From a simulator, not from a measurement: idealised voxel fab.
Presented below is a process module, voxel lift off.
Section cut is 285 nm wide and gridded with 5 nm square cells.
Reading order for cross-sections: top band down to bottom band. Underlying form: a grid of square cells. Band size: one or more rows of cells. First you get the band's top height and its bottom height, in nm, and then the materials it's made of, left to right, with each width in nm. If you see a single material with "full width", that one covers the band edge to edge. "air" is empty space. Height reference: 0 = level under which incoming wafer is all one material. Lowest band: no bottom, runs on downward, e.g. "0 and below". The notation "30..40" denotes a width that varies across the rows of cells in the band, beginning at the first number in the top row, finishing at the second number in the bottom row, and changing by an identical amount from each row to the next. You'll sometimes find "nothing altered" written for a step, and that's the way of saying that nowhere in the cross-section did a cell change during that step. Reported under the label "Enclosed empty spaces" are the empty spaces having no open way to the top and comprising 8 cells or more; the notation for each is width x height at distance, in which the distance is measured from the left edge and all three values are in nm. after a step's settings: what the simulator itself notes on the step. For masked steps, "overlay nm" on the step line gives how far right of plan the mask actually lay; a minus sign means it lay to the left.

SET OUT BELOW ARE THE PLANNED STEPS OF THE PROCESS
step 1: RECEIVE (material Si)
step 2: CONFORMAL_DEP (material SiO2; thk nm 15)
step 3: PATTERN (tone open; mask id LINES; material resist; width nm 25; pitch nm 40; thk nm 20; overlay nm 0)
step 4: DIRECTIONAL_DEP (material Ru; thk nm 10)
step 5: STRIP (etch materials resist)
step 6: CONFORMAL_DEP (material SiN; thk nm 10)

INCOMING WAFER, CROSS-SECTIONAL VIEW, POST STEP 1
- 0 and below | Si full width
- Enclosed empty spaces: none

CROSS-SECTIONAL RESULT AFTER MODULE COMPLETION. NOTE: STARTING CONDITION AND PLAN ARE UNCHANGED FROM ABOVE; ONE PROCESSING MISTAKE WAS MADE
- 35 down to 25 | air 105, then SiN 80, then air 100
- 25 down to 15 | SiN 115, then Ru 20, then SiN 20, then Ru 20, then SiN 110
- 15 down to 0 | SiO2 full width
- 0 and below | Si full width
- Enclosed empty spaces: none
Which mistake was made when the wafer was run? step 3: run off-plan, actual operation and settings PATTERN (tone open; mask id LINES; material resist; width nm 20; pitch nm 40; thk nm 20; overlay nm 0)
